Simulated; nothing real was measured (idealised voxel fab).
process module | voxel capacitor over wiring
cross-section cut | 165 nm wide | cells 5 nm
A cross-section is a grid of square cells, given in bands from the top down. A band is one or more rows of cells.
Each band's line starts with the height of the band's top and of its bottom, in nm. Then come its materials from left to right, each with its width in nm. One material with "throughout" fills the band from edge to edge. "air" is empty space.
Height 0 is the level under which the wafer as received is all one material. The lowest band goes on downwards, as in "0 down".
A width such as "30 to 40" changes by the same amount from each row of cells to the next, from the band's top row to its bottom row.
"no change" after a step means that no cell of the cross-section changed.
closed voids: empty space of 8 cells or more with no open way to the top, each as width x height at its distance from the left edge, in nm
after a step's settings: what the simulator itself notes on the step
overlay nm, on a step with a mask: how far to the right of its planned place the mask lay; to the left if negative
plan
1 op RECEIVE | material Si
2 op CONFORMAL_DEP | material SiO2 | thk nm 15
3 op DIRECTIONAL_DEP | material TiN | thk nm 5
4 op DIRECTIONAL_DEP | material W | thk nm 15
5 op DIRECTIONAL_DEP | material aC | thk nm 10
6 op PATTERN | tone cover | mask id METAL_1 | material resist | width nm 30 | pitch nm 80 | thk nm 25 | overlay nm 0
7 op DIRECTIONAL_ETCH | etch materials aC | depth nm 10
8 op STRIP | etch materials resist
9 op DIRECTIONAL_ETCH | etch materials W | depth nm 15
10 op DIRECTIONAL_ETCH | etch materials TiN | depth nm 5
11 op STRIP | etch materials aC
12 op CONFORMAL_DEP | material SiCN | thk nm 5
13 op FILL_DEP | material lowk | thk nm 5
14 op CMP | height nm 35
15 op CONFORMAL_DEP | material SiCN | thk nm 5
16 op DIRECTIONAL_DEP | material SiO2 | thk nm 15
17 op MASKED_ETCH | tone open | mask id PLUG_1 | width nm 15 | etch materials SiO2 | depth nm 5 | overlay nm 0
18 op MASKED_ETCH | tone open | mask id PLUG_1 | width nm 15 | etch materials SiCN | depth nm 5 | overlay nm 0
19 op EPI | material Ru | thk nm 10
20 op EPI | material Ru | thk nm 10
21 op DIRECTIONAL_DEP | material TiN | thk nm 10
22 op DIRECTIONAL_DEP | material SiN | thk nm 5
23 op DIRECTIONAL_DEP | material TiN | thk nm 5
24 op PATTERN | tone cover | mask id UPPER_PLATE | material resist | width nm 55 | thk nm 15 | overlay nm 0
25 op DIRECTIONAL_ETCH | etch materials TiN | depth nm 5
26 op DIRECTIONAL_ETCH | etch materials SiN | depth nm 5
27 op STRIP | etch materials resist
28 op MASKED_ETCH | tone cover | mask id LOWER_PLATE | width nm 65 | etch materials TiN | depth nm 10 | overlay nm 0
29 op FILL_DEP | material SiO2 | thk nm 15
30 op CMP | height nm 85
31 op MASKED_ETCH | tone open | mask id PLUG_2 | width nm 15 | etch materials SiO2 | depth nm 10 | overlay nm 0
32 op CONFORMAL_DEP | material TiN | thk nm 5
33 op FILL_DEP | material Cu | thk nm 5
34 op CMP | height nm 85
35 op CONFORMAL_DEP | material SiN | thk nm 5
varied across the wafers: depth nm of step 17. The plan shows the first wafer's value. All wafers start alike
first wafer as received, after step 1
  0 down: Si throughout
  closed voids: none
first wafer at the end, after step 35
  90 to 85: SiN throughout
  85 to 80: SiO2 50 | TiN 5 | Cu 5 | TiN 5 | SiO2 100
  80 to 70: SiO2 50 to 55 | TiN 15 to 40 | SiO2 100 to 70
  70 to 65: SiO2 40 | TiN 15 | SiN 40 | SiO2 70
  65 to 60: SiO2 35 | TiN 5 | SiN 15 | TiN 45 | SiO2 65
  60 to 50: SiO2 35 to 40 | TiN 65 to 15 | SiO2 65 to 110
  50 to 40: SiO2 throughout
  40 to 35: SiCN throughout
  35 to 20: lowk 20 | SiCN 5 | W 30 | SiCN 5 | lowk 40 | SiCN 5 | W 30 | SiCN 5 | lowk 25
  20 to 15: SiCN 25 | TiN 30 | SiCN 50 | TiN 30 | SiCN 30
  15 to 0: SiO2 throughout
  0 down: Si throughout
  closed voids: none
last wafer at the end
  90 to 85: SiN throughout
  85 to 80: SiO2 50 | TiN 5 | Cu 5 | TiN 5 | SiO2 100
  80 to 70: SiO2 50 to 40 | TiN 15 to 55 | SiO2 100 to 70
  70 to 65: SiO2 40 | SiN 55 | SiO2 70
  65 to 55: SiO2 35 | TiN 65 | SiO2 65
  55 to 40: SiO2 40 | Ru 15 | SiO2 110
  40 to 35: SiCN 40 | Ru 15 | SiCN 110
  35 to 20: lowk 20 | SiCN 5 | W 30 | SiCN 5 | lowk 40 | SiCN 5 | W 30 | SiCN 5 | lowk 25
  20 to 15: SiCN 25 | TiN 30 | SiCN 50 | TiN 30 | SiCN 30
  15 to 0: SiO2 throughout
  0 down: Si throughout
  closed voids: none
each wafer at the end: cells of each material gained (+) or lost (-) since it was received, then its closed voids
depth nm 5 | +1 Cu | +66 SiCN | +44 SiN | +342 SiO2 | +54 TiN | +36 W | +51 lowk | closed voids: none
depth nm 10 | +1 Cu | +66 SiCN | +44 SiN | +342 SiO2 | +54 TiN | +36 W | +51 lowk | closed voids: none
depth nm 15 | +1 Cu | +12 Ru | +63 SiCN | +44 SiN | +333 SiO2 | +54 TiN | +36 W | +51 lowk | closed voids: none
depth nm 20 | +1 Cu | +12 Ru | +63 SiCN | +44 SiN | +333 SiO2 | +54 TiN | +36 W | +51 lowk | closed voids: none
depth nm 25 | +1 Cu | +12 Ru | +63 SiCN | +44 SiN | +333 SiO2 | +54 TiN | +36 W | +51 lowk | closed voids: none
depth nm 30 | +1 Cu | +12 Ru | +63 SiCN | +44 SiN | +333 SiO2 | +54 TiN | +36 W | +51 lowk | closed voids: none
